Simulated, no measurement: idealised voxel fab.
voxel transistor to metal: a process module
Section cut is 160 nm wide and gridded with 5 nm square cells.
Cross-section spec: square-cell grid; bands listed top down; each band is one or more rows.
For a band, the entry starts with two heights in nm, that of the top and then that of the bottom, and carries on with the band's materials in order from left to right, each alongside its width in nm; the word "all across" beside a single material means it fills the band edge to edge, and "blank" means empty space.
Height is counted from the level 0, under which the received wafer is composed throughout of one material. The lowest of the bands is not closed at the bottom but continues downward, in the notation "z 0 and below".
Top row gets the first number, bottom row gets the second, and each row in between changes by the same step: that is how a band width like "30..40" works.
Step marked "everything unchanged"? Then no cell in the cross-section changed in it.
Each empty space that has no open way to the top and spans at least 8 cells appears under "Enclosed internal cavities" as width x height at distance, the distance counted from the left edge, all in nm.
Anything after a step's settings on that line? It's the simulator's own note about the step.
The setting "overlay nm" may be written on the line of a step. When the step uses a mask, the value reports how far to the right of the planned place the mask lay, and a negative value reports that it lay to the left.

Steps planned for the process
- 1: RECEIVE: material Si
- 2: OXIDIZE: depth nm 5
- 3: CONFORMAL_DEP: material SiN, thk nm 10
- 4: MASKED_ETCH: tone cover, mask id ACTIVE, width nm 110, etch materials SiN, depth nm 10, overlay nm 0
- 5: MASKED_ETCH: tone cover, mask id ACTIVE, width nm 110, etch materials SiO2, depth nm 5, overlay nm 0
- 6: MASKED_ETCH: tone cover, mask id ACTIVE, width nm 110, etch materials Si, depth nm 25, overlay nm 0
- 7: FILL_DEP: material SiO2, thk nm 5
- 8: CMP: height nm 10
- 9: SELECTIVE_ETCH: etch materials SiO2, depth nm 5
- 10: STRIP: etch materials SiN
- 11: SELECTIVE_ETCH: etch materials SiO2, depth nm 5
- 12: OXIDIZE: depth nm 5
- 13: DIRECTIONAL_DEP: material polySi, thk nm 20
- 14: DIRECTIONAL_DEP: material SiCN, thk nm 15
- 15: PATTERN: tone cover, mask id GATE, material resist, width nm 30, thk nm 15, overlay nm 0
- 16: DIRECTIONAL_ETCH: etch materials SiCN, depth nm 25
- 17: DIRECTIONAL_ETCH: etch materials polySi, depth nm 30
- 18: STRIP: etch materials resist
- 19: CONFORMAL_DEP: material SiO2, thk nm 5
- 20: DIRECTIONAL_ETCH: etch materials SiO2, depth nm 5
- 21: CONFORMAL_DEP: material SiN, thk nm 10
- 22: DIRECTIONAL_ETCH: etch materials SiN, depth nm 10
- 23: DIRECTIONAL_ETCH: etch materials SiO2, depth nm 5
- 24: EPI: material nSi, thk nm 5
- 25: FILL_DEP: material SiO2, thk nm 5
- 26: CMP: height nm 15
- 27: STRIP: etch materials polySi
- 28: SELECTIVE_ETCH: etch materials SiO2, depth nm 5
- 29: CONFORMAL_DEP: material HfO2, thk nm 5
- 30: CONFORMAL_DEP: material TiN, thk nm 5
- 31: FILL_DEP: material W, thk nm 5
- 32: CMP: height nm 10
- 33: DIRECTIONAL_DEP: material SiO2, thk nm 10
- 34: MASKED_ETCH: tone open, mask id CONTACT, width nm 20, pitch nm 80, etch materials SiO2, depth nm 25, overlay nm 0
- 35: CONFORMAL_DEP: material TiN, thk nm 5
- 36: FILL_DEP: material W, thk nm 10
- 37: CMP: height nm 20
- 38: DIRECTIONAL_DEP: material TiN, thk nm 5
- 39: DIRECTIONAL_DEP: material W, thk nm 25
- 40: MASKED_ETCH: tone cover, mask id METAL_1, width nm 20, pitch nm 80, etch materials W, depth nm 25, overlay nm 0
- 41: MASKED_ETCH: tone cover, mask id METAL_1, width nm 20, pitch nm 80, etch materials TiN, depth nm 5, overlay nm 0
- 42: CONFORMAL_DEP: material SiCN, thk nm 5
- 43: FILL_DEP: material lowk, thk nm 10
- 44: CMP: height nm 50
- 45: CONFORMAL_DEP: material SiCN, thk nm 5

What follows covers the first of two wafers; it ran as planned

Here's what the wafer looked like in cross-section when it arrived - that's after step 1
- z 0 and below = Si all across
- Enclosed internal cavities: none

Wafer after step 2 (cross-section)
- z 0 to -5 = SiO2 all across
- Below a height of -5, the structure has not been altered.

Wafer after step 3 (cross-section)
- z 10 to 0 = SiN all across
- Below a height of 0, the structure has not been altered.

Wafer after step 4 (cross-section)
- z 10 to 0 = blank=25  SiN=110  blank=25
- Below a height of 0, the structure has not been altered.

Wafer after step 5 (cross-section)
- z 10 to 0 = blank=25  SiN=110  blank=25
- z 0 to -5 = blank=25  SiO2=110  blank=25
- Below a height of -5, the structure has not been altered.

Wafer after step 6 (cross-section)
- z 10 to 0 = blank=25  SiN=110  blank=25
- z 0 to -5 = blank=25  SiO2=110  blank=25
- z -5 to -30 = blank=25  Si=110  blank=25
- Below a height of -30, the structure has not been altered.

Wafer after step 7 (cross-section)
- z 15 to 10 = SiO2 all across
- z 10 to 0 = SiO2=25  SiN=110  SiO2=25
- z 0 to -5 = SiO2 all across
- z -5 to -30 = SiO2=25  Si=110  SiO2=25
- Below a height of -30, the structure has not been altered.

Wafer after step 8 (cross-section)
- z 10 to 0 = SiO2=25  SiN=110  SiO2=25
- Below a height of 0, the structure has not been altered.

Wafer after step 9 (cross-section)
- z 10 to 5 = blank=25  SiN=110  blank=25
- Below a height of 5, the structure has not been altered.

Wafer after step 10 (cross-section)
- z 5 to 0 = SiO2=25  blank=110  SiO2=25
- Below a height of 0, the structure has not been altered.

Wafer after step 11 (cross-section)
- z 0 to -5 = SiO2=20  blank=120  SiO2=20
- Below a height of -5, the structure has not been altered.

Wafer after step 12 (cross-section)
- z 0 to -5 = SiO2=20  blank=120  SiO2=20
- z -5 to -10 = SiO2 all across
- Below a height of -10, the structure has not been altered.

Wafer after step 13 (cross-section)
- z 20 to 15 = polySi=20  blank=120  polySi=20
- z 15 to 0 = polySi all across
- z 0 to -5 = SiO2=20  polySi=120  SiO2=20
- Below a height of -5, the structure has not been altered.

Wafer after step 14 (cross-section)
- z 35 to 30 = SiCN=20  blank=120  SiCN=20
- z 30 to 20 = SiCN all across
- z 20 to 15 = polySi=20  SiCN=120  polySi=20
- Below a height of 15, the structure has not been altered.

Wafer after step 15 (cross-section)
- z 50 to 35 = blank=65  resist=30  blank=65
- z 35 to 30 = SiCN=20  blank=45  resist=30  blank=45  SiCN=20
- Below a height of 30, the structure has not been altered.

Wafer after step 16 (cross-section)
- z 50 to 30 = blank=65  resist=30  blank=65
- z 30 to 20 = blank=65  SiCN=30  blank=65
- z 20 to 15 = polySi=20  blank=45  SiCN=30  blank=45  polySi=20
- Below a height of 15, the structure has not been altered.

Wafer after step 17 (cross-section)
- z 50 to 30 = blank=65  resist=30  blank=65
- z 30 to 15 = blank=65  SiCN=30  blank=65
- z 15 to 0 = blank=65  polySi=30  blank=65
- z 0 to -5 = SiO2=20  blank=45  polySi=30  blank=45  SiO2=20
- Below a height of -5, the structure has not been altered.

Wafer after step 18 (cross-section)
- z 30 to 15 = blank=65  SiCN=30  blank=65
- Below a height of 15, the structure has not been altered.

Wafer after step 19 (cross-section)
- z 35 to 30 = blank=60  SiO2=40  blank=60
- z 30 to 15 = blank=60  SiO2=5  SiCN=30  SiO2=5  blank=60
- z 15 to 5 = blank=60  SiO2=5  polySi=30  SiO2=5  blank=60
- z 5 to 0 = SiO2=25  blank=35  SiO2=5  polySi=30  SiO2=5  blank=35  SiO2=25
- z 0 to -5 = SiO2=65  polySi=30  SiO2=65
- Below a height of -5, the structure has not been altered.

Wafer after step 20 (cross-section)
- z 30 to 15 = blank=60  SiO2=5  SiCN=30  SiO2=5  blank=60
- z 15 to 0 = blank=60  SiO2=5  polySi=30  SiO2=5  blank=60
- z 0 to -5 = SiO2=25  blank=35  SiO2=5  polySi=30  SiO2=5  blank=35  SiO2=25
- Below a height of -5, the structure has not been altered.

Wafer after step 21 (cross-section)
- z 40 to 30 = blank=50  SiN=60  blank=50
- z 30 to 15 = blank=50  SiN=10  SiO2=5  SiCN=30  SiO2=5  SiN=10  blank=50
- z 15 to 10 = blank=50  SiN=10  SiO2=5  polySi=30  SiO2=5  SiN=10  blank=50
- z 10 to 5 = SiN=35  blank=15  SiN=10  SiO2=5  polySi=30  SiO2=5  SiN=10  blank=15  SiN=35
- z 5 to 0 = SiN=60  SiO2=5  polySi=30  SiO2=5  SiN=60
- z 0 to -5 = SiO2=25  SiN=35  SiO2=5  polySi=30  SiO2=5  SiN=35  SiO2=25
- Below a height of -5, the structure has not been altered.

Wafer after step 22 (cross-section)
- z 30 to 15 = blank=50  SiN=10  SiO2=5  SiCN=30  SiO2=5  SiN=10  blank=50
- z 15 to 0 = blank=50  SiN=10  SiO2=5  polySi=30  SiO2=5  SiN=10  blank=50
- z 0 to -5 = SiO2=25  SiN=10  blank=15  SiN=10  SiO2=5  polySi=30  SiO2=5  SiN=10  blank=15  SiN=10  SiO2=25
- Below a height of -5, the structure has not been altered.

Wafer after step 23 (cross-section)
- z 30 to 25 = blank=50  SiN=10  blank=5  SiCN=30  blank=5  SiN=10  blank=50
- z 25 to 15 = blank=50  SiN=10  SiO2=5  SiCN=30  SiO2=5  SiN=10  blank=50
- z 15 to 0 = blank=50  SiN=10  SiO2=5  polySi=30  SiO2=5  SiN=10  blank=50
- z 0 to -5 = blank=25  SiN=10  blank=15  SiN=10  SiO2=5  polySi=30  SiO2=5  SiN=10  blank=15  SiN=10  blank=25
- z -5 to -10 = SiO2=35  blank=15  SiO2=60  blank=15  SiO2=35
- Below a height of -10, the structure has not been altered.

Wafer after step 24 (cross-section)
- z 30 to 25 = blank=50  SiN=10  blank=5  SiCN=30  blank=5  SiN=10  blank=50
- z 25 to 15 = blank=50  SiN=10  SiO2=5  SiCN=30  SiO2=5  SiN=10  blank=50
- z 15 to 0 = blank=50  SiN=10  SiO2=5  polySi=30  SiO2=5  SiN=10  blank=50
- z 0 to -5 = blank=25  SiN=10  blank=15  SiN=10  SiO2=5  polySi=30  SiO2=5  SiN=10  blank=15  SiN=10  blank=25
- z -5 to -10 = SiO2=35  nSi=15  SiO2=60  nSi=15  SiO2=35
- Below a height of -10, the structure has not been altered.

Wafer after step 25 (cross-section)
- z 35 to 30 = SiO2 all across
- z 30 to 15 = SiO2=50  SiN=10  SiO2=5  SiCN=30  SiO2=5  SiN=10  SiO2=50
- z 15 to 0 = SiO2=50  SiN=10  SiO2=5  polySi=30  SiO2=5  SiN=10  SiO2=50
- z 0 to -5 = SiO2=25  SiN=10  SiO2=15  SiN=10  SiO2=5  polySi=30  SiO2=5  SiN=10  SiO2=15  SiN=10  SiO2=25
- Below a height of -5, the structure has not been altered.

Wafer after step 26 (cross-section)
- z 15 to 0 = SiO2=50  SiN=10  SiO2=5  polySi=30  SiO2=5  SiN=10  SiO2=50
- Below a height of 0, the structure has not been altered.

Wafer after step 27 (cross-section)
- z 15 to 0 = SiO2=50  SiN=10  SiO2=5  blank=30  SiO2=5  SiN=10  SiO2=50
- z 0 to -5 = SiO2=25  SiN=10  SiO2=15  SiN=10  SiO2=5  blank=30  SiO2=5  SiN=10  SiO2=15  SiN=10  SiO2=25
- Below a height of -5, the structure has not been altered.

Wafer after step 28 (cross-section)
- z 15 to 10 = blank=50  SiN=10  blank=40  SiN=10  blank=50
- z 10 to 0 = SiO2=50  SiN=10  blank=40  SiN=10  SiO2=50
- z 0 to -5 = SiO2=25  SiN=10  SiO2=15  SiN=10  blank=40  SiN=10  SiO2=15  SiN=10  SiO2=25
- z -5 to -10 = SiO2=35  nSi=15  SiO2=10  blank=40  SiO2=10  nSi=15  SiO2=35
- Below a height of -10, the structure has not been altered.

Wafer after step 29 (cross-section)
- z 20 to 15 = blank=45  HfO2=20  blank=30  HfO2=20  blank=45
- z 15 to 10 = HfO2=50  SiN=10  HfO2=5  blank=30  HfO2=5  SiN=10  HfO2=50
- z 10 to 0 = SiO2=50  SiN=10  HfO2=5  blank=30  HfO2=5  SiN=10  SiO2=50
- z 0 to -5 = SiO2=25  SiN=10  SiO2=15  SiN=10  HfO2=5  blank=30  HfO2=5  SiN=10  SiO2=15  SiN=10  SiO2=25
- z -5 to -10 = SiO2=35  nSi=15  SiO2=10  HfO2=40  SiO2=10  nSi=15  SiO2=35
- Below a height of -10, the structure has not been altered.

Wafer after step 30 (cross-section)
- z 25 to 20 = blank=40  TiN=30  blank=20  TiN=30  blank=40
- z 20 to 15 = TiN=45  HfO2=20  TiN=5  blank=20  TiN=5  HfO2=20  TiN=45
- z 15 to 10 = HfO2=50  SiN=10  HfO2=5  TiN=5  blank=20  TiN=5  HfO2=5  SiN=10  HfO2=50
- z 10 to 0 = SiO2=50  SiN=10  HfO2=5  TiN=5  blank=20  TiN=5  HfO2=5  SiN=10  SiO2=50
- z 0 to -5 = SiO2=25  SiN=10  SiO2=15  SiN=10  HfO2=5  TiN=30  HfO2=5  SiN=10  SiO2=15  SiN=10  SiO2=25
- Below a height of -5, the structure has not been altered.

Wafer after step 31 (cross-section)
- z 30 to 25 = W all across
- z 25 to 20 = W=40  TiN=30  W=20  TiN=30  W=40
- z 20 to 15 = TiN=45  HfO2=20  TiN=5  W=20  TiN=5  HfO2=20  TiN=45
- z 15 to 10 = HfO2=50  SiN=10  HfO2=5  TiN=5  W=20  TiN=5  HfO2=5  SiN=10  HfO2=50
- z 10 to 0 = SiO2=50  SiN=10  HfO2=5  TiN=5  W=20  TiN=5  HfO2=5  SiN=10  SiO2=50
- Below a height of 0, the structure has not been altered.

Wafer after step 32 (cross-section)
- z 10 to 0 = SiO2=50  SiN=10  HfO2=5  TiN=5  W=20  TiN=5  HfO2=5  SiN=10  SiO2=50
- Below a height of 0, the structure has not been altered.

Wafer after step 33 (cross-section)
- z 20 to 10 = SiO2 all across
- Below a height of 10, the structure has not been altered.

Wafer after step 34 (cross-section)
- z 20 to 10 = SiO2=30  blank=20  SiO2=60  blank=20  SiO2=30
- z 10 to 0 = SiO2=30  blank=20  SiN=10  HfO2=5  TiN=5  W=20  TiN=5  HfO2=5  SiN=10  blank=20  SiO2=30
- z 0 to -5 = SiO2=25  SiN=10  blank=15  SiN=10  HfO2=5  TiN=30  HfO2=5  SiN=10  blank=15  SiN=10  SiO2=25
- Below a height of -5, the structure has not been altered.

Wafer after step 35 (cross-section)
- z 25 to 20 = TiN=35  blank=10  TiN=70  blank=10  TiN=35
- z 20 to 10 = SiO2=30  TiN=5  blank=10  TiN=5  SiO2=60  TiN=5  blank=10  TiN=5  SiO2=30
- z 10 to 0 = SiO2=30  TiN=5..10  blank=10..5  TiN=5  SiN=10  HfO2=5  TiN=5  W=20  TiN=5  HfO2=5  SiN=10  TiN=5  blank=10..5  TiN=5..10  SiO2=30
- z 0 to -5 = SiO2=25  SiN=10  TiN=15  SiN=10  HfO2=5  TiN=30  HfO2=5  SiN=10  TiN=15  SiN=10  SiO2=25
- Below a height of -5, the structure has not been altered.

Wafer after step 36 (cross-section)
- z 35 to 25 = W all across
- z 25 to 20 = TiN=35  W=10  TiN=70  W=10  TiN=35
- z 20 to 10 = SiO2=30  TiN=5  W=10  TiN=5  SiO2=60  TiN=5  W=10  TiN=5  SiO2=30
- z 10 to 0 = SiO2=30  TiN=5..10  W=10..5  TiN=5  SiN=10  HfO2=5  TiN=5  W=20  TiN=5  HfO2=5  SiN=10  TiN=5  W=10..5  TiN=5..10  SiO2=30
- Below a height of 0, the structure has not been altered.

Wafer after step 37 (cross-section)
- z 20 to 10 = SiO2=30  TiN=5  W=10  TiN=5  SiO2=60  TiN=5  W=10  TiN=5  SiO2=30
- Below a height of 10, the structure has not been altered.

Wafer after step 38 (cross-section)
- z 25 to 20 = TiN all across
- Below a height of 20, the structure has not been altered.

Wafer after step 39 (cross-section)
- z 50 to 25 = W all across
- Below a height of 25, the structure has not been altered.

Wafer after step 40 (cross-section)
- z 50 to 25 = blank=30  W=20  blank=60  W=20  blank=30
- Below a height of 25, the structure has not been altered.

Wafer after step 41 (cross-section)
- z 50 to 25 = blank=30  W=20  blank=60  W=20  blank=30
- z 25 to 20 = blank=30  TiN=20  blank=60  TiN=20  blank=30
- Below a height of 20, the structure has not been altered.

Wafer after step 42 (cross-section)
- z 55 to 50 = blank=25  SiCN=30  blank=50  SiCN=30  blank=25
- z 50 to 25 = blank=25  SiCN=5  W=20  SiCN=5  blank=50  SiCN=5  W=20  SiCN=5  blank=25
- z 25 to 20 = SiCN=30  TiN=20  SiCN=60  TiN=20  SiCN=30
- Below a height of 20, the structure has not been altered.

Wafer after step 43 (cross-section)
- z 65 to 55 = lowk all across
- z 55 to 50 = lowk=25  SiCN=30  lowk=50  SiCN=30  lowk=25
- z 50 to 25 = lowk=25  SiCN=5  W=20  SiCN=5  lowk=50  SiCN=5  W=20  SiCN=5  lowk=25
- Below a height of 25, the structure has not been altered.

Wafer after step 44 (cross-section)
- z 50 to 25 = lowk=25  SiCN=5  W=20  SiCN=5  lowk=50  SiCN=5  W=20  SiCN=5  lowk=25
- Below a height of 25, the structure has not been altered.

Wafer after step 45 (cross-section)
- z 55 to 50 = SiCN all across
- Below a height of 50, the structure has not been altered.

Wafer two of the pair: same origin, same plan, one error during the run; identical to wafer one up to and including step 5

Second wafer shown in cross-section at the time step 6 was slated to end
- z 10 to 0 = blank=25  SiN=110  blank=25
- z 0 to -5 = blank=25  SiO2=110  blank=25
- z -5 to -55 = blank=25  Si=110  blank=25
- Below a height of -55, the structure has not been altered.

Second wafer shown in cross-section at the time step 7 was slated to end
- z 15 to 10 = SiO2 all across
- z 10 to 0 = SiO2=25  SiN=110  SiO2=25
- z 0 to -5 = SiO2 all across
- z -5 to -55 = SiO2=25  Si=110  SiO2=25
- Below a height of -55, the structure has not been altered.

Second wafer shown in cross-section at the time step 8 was slated to end
- z 10 to 0 = SiO2=25  SiN=110  SiO2=25
- Below a height of 0, the structure has not been altered.

Second wafer shown in cross-section at the time step 9 was slated to end
- z 10 to 5 = blank=25  SiN=110  blank=25
- Below a height of 5, the structure has not been altered.

Second wafer shown in cross-section at the time step 10 was slated to end
- z 5 to 0 = SiO2=25  blank=110  SiO2=25
- Below a height of 0, the structure has not been altered.

Second wafer shown in cross-section at the time step 11 was slated to end
- z 0 to -5 = SiO2=20  blank=120  SiO2=20
- Below a height of -5, the structure has not been altered.

Second wafer shown in cross-section at the time step 12 was slated to end
- z 0 to -5 = SiO2=20  blank=120  SiO2=20
- z -5 to -10 = SiO2 all across
- Below a height of -10, the structure has not been altered.

Second wafer shown in cross-section at the time step 13 was slated to end
- z 20 to 15 = polySi=20  blank=120  polySi=20
- z 15 to 0 = polySi all across
- z 0 to -5 = SiO2=20  polySi=120  SiO2=20
- Below a height of -5, the structure has not been altered.

Second wafer shown in cross-section at the time step 14 was slated to end
- z 35 to 30 = SiCN=20  blank=120  SiCN=20
- z 30 to 20 = SiCN all across
- z 20 to 15 = polySi=20  SiCN=120  polySi=20
- Below a height of 15, the structure has not been altered.

Second wafer shown in cross-section at the time step 15 was slated to end
- z 50 to 35 = blank=65  resist=30  blank=65
- z 35 to 30 = SiCN=20  blank=45  resist=30  blank=45  SiCN=20
- Below a height of 30, the structure has not been altered.

Second wafer shown in cross-section at the time step 16 was slated to end
- z 50 to 30 = blank=65  resist=30  blank=65
- z 30 to 20 = blank=65  SiCN=30  blank=65
- z 20 to 15 = polySi=20  blank=45  SiCN=30  blank=45  polySi=20
- Below a height of 15, the structure has not been altered.

Second wafer shown in cross-section at the time step 17 was slated to end
- z 50 to 30 = blank=65  resist=30  blank=65
- z 30 to 15 = blank=65  SiCN=30  blank=65
- z 15 to 0 = blank=65  polySi=30  blank=65
- z 0 to -5 = SiO2=20  blank=45  polySi=30  blank=45  SiO2=20
- Below a height of -5, the structure has not been altered.

Second wafer shown in cross-section at the time step 18 was slated to end
- z 30 to 15 = blank=65  SiCN=30  blank=65
- Below a height of 15, the structure has not been altered.

Second wafer shown in cross-section at the time step 19 was slated to end
- z 35 to 30 = blank=60  SiO2=40  blank=60
- z 30 to 15 = blank=60  SiO2=5  SiCN=30  SiO2=5  blank=60
- z 15 to 5 = blank=60  SiO2=5  polySi=30  SiO2=5  blank=60
- z 5 to 0 = SiO2=25  blank=35  SiO2=5  polySi=30  SiO2=5  blank=35  SiO2=25
- z 0 to -5 = SiO2=65  polySi=30  SiO2=65
- Below a height of -5, the structure has not been altered.

Second wafer shown in cross-section at the time step 20 was slated to end
- z 30 to 15 = blank=60  SiO2=5  SiCN=30  SiO2=5  blank=60
- z 15 to 0 = blank=60  SiO2=5  polySi=30  SiO2=5  blank=60
- z 0 to -5 = SiO2=25  blank=35  SiO2=5  polySi=30  SiO2=5  blank=35  SiO2=25
- Below a height of -5, the structure has not been altered.

Second wafer shown in cross-section at the time step 21 was slated to end
- z 40 to 30 = blank=50  SiN=60  blank=50
- z 30 to 15 = blank=50  SiN=10  SiO2=5  SiCN=30  SiO2=5  SiN=10  blank=50
- z 15 to 10 = blank=50  SiN=10  SiO2=5  polySi=30  SiO2=5  SiN=10  blank=50
- z 10 to 5 = SiN=35  blank=15  SiN=10  SiO2=5  polySi=30  SiO2=5  SiN=10  blank=15  SiN=35
- z 5 to 0 = SiN=60  SiO2=5  polySi=30  SiO2=5  SiN=60
- z 0 to -5 = SiO2=25  SiN=35  SiO2=5  polySi=30  SiO2=5  SiN=35  SiO2=25
- Below a height of -5, the structure has not been altered.

Second wafer shown in cross-section at the time step 22 was slated to end
- z 30 to 15 = blank=50  SiN=10  SiO2=5  SiCN=30  SiO2=5  SiN=10  blank=50
- z 15 to 0 = blank=50  SiN=10  SiO2=5  polySi=30  SiO2=5  SiN=10  blank=50
- z 0 to -5 = SiO2=25  SiN=10  blank=15  SiN=10  SiO2=5  polySi=30  SiO2=5  SiN=10  blank=15  SiN=10  SiO2=25
- Below a height of -5, the structure has not been altered.

Second wafer shown in cross-section at the time step 23 was slated to end
- z 30 to 25 = blank=50  SiN=10  blank=5  SiCN=30  blank=5  SiN=10  blank=50
- z 25 to 15 = blank=50  SiN=10  SiO2=5  SiCN=30  SiO2=5  SiN=10  blank=50
- z 15 to 0 = blank=50  SiN=10  SiO2=5  polySi=30  SiO2=5  SiN=10  blank=50
- z 0 to -5 = blank=25  SiN=10  blank=15  SiN=10  SiO2=5  polySi=30  SiO2=5  SiN=10  blank=15  SiN=10  blank=25
- z -5 to -10 = SiO2=35  blank=15  SiO2=60  blank=15  SiO2=35
- Below a height of -10, the structure has not been altered.

Second wafer shown in cross-section at the time step 24 was slated to end
- z 30 to 25 = blank=50  SiN=10  blank=5  SiCN=30  blank=5  SiN=10  blank=50
- z 25 to 15 = blank=50  SiN=10  SiO2=5  SiCN=30  SiO2=5  SiN=10  blank=50
- z 15 to 0 = blank=50  SiN=10  SiO2=5  polySi=30  SiO2=5  SiN=10  blank=50
- z 0 to -5 = blank=25  SiN=10  blank=15  SiN=10  SiO2=5  polySi=30  SiO2=5  SiN=10  blank=15  SiN=10  blank=25
- z -5 to -10 = SiO2=35  nSi=15  SiO2=60  nSi=15  SiO2=35
- Below a height of -10, the structure has not been altered.

Second wafer shown in cross-section at the time step 25 was slated to end
- z 35 to 30 = SiO2 all across
- z 30 to 15 = SiO2=50  SiN=10  SiO2=5  SiCN=30  SiO2=5  SiN=10  SiO2=50
- z 15 to 0 = SiO2=50  SiN=10  SiO2=5  polySi=30  SiO2=5  SiN=10  SiO2=50
- z 0 to -5 = SiO2=25  SiN=10  SiO2=15  SiN=10  SiO2=5  polySi=30  SiO2=5  SiN=10  SiO2=15  SiN=10  SiO2=25
- Below a height of -5, the structure has not been altered.

Second wafer shown in cross-section at the time step 26 was slated to end
- z 15 to 0 = SiO2=50  SiN=10  SiO2=5  polySi=30  SiO2=5  SiN=10  SiO2=50
- Below a height of 0, the structure has not been altered.

Second wafer shown in cross-section at the time step 27 was slated to end
- z 15 to 0 = SiO2=50  SiN=10  SiO2=5  blank=30  SiO2=5  SiN=10  SiO2=50
- z 0 to -5 = SiO2=25  SiN=10  SiO2=15  SiN=10  SiO2=5  blank=30  SiO2=5  SiN=10  SiO2=15  SiN=10  SiO2=25
- Below a height of -5, the structure has not been altered.

Second wafer shown in cross-section at the time step 28 was slated to end
- z 15 to 10 = blank=50  SiN=10  blank=40  SiN=10  blank=50
- z 10 to 0 = SiO2=50  SiN=10  blank=40  SiN=10  SiO2=50
- z 0 to -5 = SiO2=25  SiN=10  SiO2=15  SiN=10  blank=40  SiN=10  SiO2=15  SiN=10  SiO2=25
- z -5 to -10 = SiO2=35  nSi=15  SiO2=10  blank=40  SiO2=10  nSi=15  SiO2=35
- Below a height of -10, the structure has not been altered.

Second wafer shown in cross-section at the time step 29 was slated to end
- z 20 to 15 = blank=45  HfO2=20  blank=30  HfO2=20  blank=45
- z 15 to 10 = HfO2=50  SiN=10  HfO2=5  blank=30  HfO2=5  SiN=10  HfO2=50
- z 10 to 0 = SiO2=50  SiN=10  HfO2=5  blank=30  HfO2=5  SiN=10  SiO2=50
- z 0 to -5 = SiO2=25  SiN=10  SiO2=15  SiN=10  HfO2=5  blank=30  HfO2=5  SiN=10  SiO2=15  SiN=10  SiO2=25
- z -5 to -10 = SiO2=35  nSi=15  SiO2=10  HfO2=40  SiO2=10  nSi=15  SiO2=35
- Below a height of -10, the structure has not been altered.

Second wafer shown in cross-section at the time step 30 was slated to end
- z 25 to 20 = blank=40  TiN=30  blank=20  TiN=30  blank=40
- z 20 to 15 = TiN=45  HfO2=20  TiN=5  blank=20  TiN=5  HfO2=20  TiN=45
- z 15 to 10 = HfO2=50  SiN=10  HfO2=5  TiN=5  blank=20  TiN=5  HfO2=5  SiN=10  HfO2=50
- z 10 to 0 = SiO2=50  SiN=10  HfO2=5  TiN=5  blank=20  TiN=5  HfO2=5  SiN=10  SiO2=50
- z 0 to -5 = SiO2=25  SiN=10  SiO2=15  SiN=10  HfO2=5  TiN=30  HfO2=5  SiN=10  SiO2=15  SiN=10  SiO2=25
- Below a height of -5, the structure has not been altered.

Second wafer shown in cross-section at the time step 31 was slated to end
- z 30 to 25 = W all across
- z 25 to 20 = W=40  TiN=30  W=20  TiN=30  W=40
- z 20 to 15 = TiN=45  HfO2=20  TiN=5  W=20  TiN=5  HfO2=20  TiN=45
- z 15 to 10 = HfO2=50  SiN=10  HfO2=5  TiN=5  W=20  TiN=5  HfO2=5  SiN=10  HfO2=50
- z 10 to 0 = SiO2=50  SiN=10  HfO2=5  TiN=5  W=20  TiN=5  HfO2=5  SiN=10  SiO2=50
- Below a height of 0, the structure has not been altered.

Second wafer shown in cross-section at the time step 32 was slated to end
- z 10 to 0 = SiO2=50  SiN=10  HfO2=5  TiN=5  W=20  TiN=5  HfO2=5  SiN=10  SiO2=50
- Below a height of 0, the structure has not been altered.

Second wafer shown in cross-section at the time step 33 was slated to end
- z 20 to 10 = SiO2 all across
- Below a height of 10, the structure has not been altered.

Second wafer shown in cross-section at the time step 34 was slated to end
- z 20 to 10 = SiO2=30  blank=20  SiO2=60  blank=20  SiO2=30
- z 10 to 0 = SiO2=30  blank=20  SiN=10  HfO2=5  TiN=5  W=20  TiN=5  HfO2=5  SiN=10  blank=20  SiO2=30
- z 0 to -5 = SiO2=25  SiN=10  blank=15  SiN=10  HfO2=5  TiN=30  HfO2=5  SiN=10  blank=15  SiN=10  SiO2=25
- Below a height of -5, the structure has not been altered.

Second wafer shown in cross-section at the time step 35 was slated to end
- z 25 to 20 = TiN=35  blank=10  TiN=70  blank=10  TiN=35
- z 20 to 10 = SiO2=30  TiN=5  blank=10  TiN=5  SiO2=60  TiN=5  blank=10  TiN=5  SiO2=30
- z 10 to 0 = SiO2=30  TiN=5..10  blank=10..5  TiN=5  SiN=10  HfO2=5  TiN=5  W=20  TiN=5  HfO2=5  SiN=10  TiN=5  blank=10..5  TiN=5..10  SiO2=30
- z 0 to -5 = SiO2=25  SiN=10  TiN=15  SiN=10  HfO2=5  TiN=30  HfO2=5  SiN=10  TiN=15  SiN=10  SiO2=25
- Below a height of -5, the structure has not been altered.

Second wafer shown in cross-section at the time step 36 was slated to end
- z 35 to 25 = W all across
- z 25 to 20 = TiN=35  W=10  TiN=70  W=10  TiN=35
- z 20 to 10 = SiO2=30  TiN=5  W=10  TiN=5  SiO2=60  TiN=5  W=10  TiN=5  SiO2=30
- z 10 to 0 = SiO2=30  TiN=5..10  W=10..5  TiN=5  SiN=10  HfO2=5  TiN=5  W=20  TiN=5  HfO2=5  SiN=10  TiN=5  W=10..5  TiN=5..10  SiO2=30
- Below a height of 0, the structure has not been altered.

Second wafer shown in cross-section at the time step 37 was slated to end
- z 20 to 10 = SiO2=30  TiN=5  W=10  TiN=5  SiO2=60  TiN=5  W=10  TiN=5  SiO2=30
- Below a height of 10, the structure has not been altered.

Second wafer shown in cross-section at the time step 38 was slated to end
- z 25 to 20 = TiN all across
- Below a height of 20, the structure has not been altered.

Second wafer shown in cross-section at the time step 39 was slated to end
- z 50 to 25 = W all across
- Below a height of 25, the structure has not been altered.

Second wafer shown in cross-section at the time step 40 was slated to end
- z 50 to 25 = blank=30  W=20  blank=60  W=20  blank=30
- Below a height of 25, the structure has not been altered.

Second wafer shown in cross-section at the time step 41 was slated to end
- z 50 to 25 = blank=30  W=20  blank=60  W=20  blank=30
- z 25 to 20 = blank=30  TiN=20  blank=60  TiN=20  blank=30
- Below a height of 20, the structure has not been altered.

Second wafer shown in cross-section at the time step 42 was slated to end
- z 55 to 50 = blank=25  SiCN=30  blank=50  SiCN=30  blank=25
- z 50 to 25 = blank=25  SiCN=5  W=20  SiCN=5  blank=50  SiCN=5  W=20  SiCN=5  blank=25
- z 25 to 20 = SiCN=30  TiN=20  SiCN=60  TiN=20  SiCN=30
- Below a height of 20, the structure has not been altered.

Second wafer shown in cross-section at the time step 43 was slated to end
- z 65 to 55 = lowk all across
- z 55 to 50 = lowk=25  SiCN=30  lowk=50  SiCN=30  lowk=25
- z 50 to 25 = lowk=25  SiCN=5  W=20  SiCN=5  lowk=50  SiCN=5  W=20  SiCN=5  lowk=25
- Below a height of 25, the structure has not been altered.

Second wafer shown in cross-section at the time step 44 was slated to end
- z 50 to 25 = lowk=25  SiCN=5  W=20  SiCN=5  lowk=50  SiCN=5  W=20  SiCN=5  lowk=25
- Below a height of 25, the structure has not been altered.

Second wafer shown in cross-section at the time step 45 was slated to end
- z 55 to 50 = SiCN all across
- Below a height of 50, the structure has not been altered.
Misprocessing identified: the plan's step 6 ran twice
It is noted that, at the conclusion of processing, the second wafer exhibits a higher or lower cell count for certain materials relative to the first: 50 fewer of Si; 50 more of SiO2
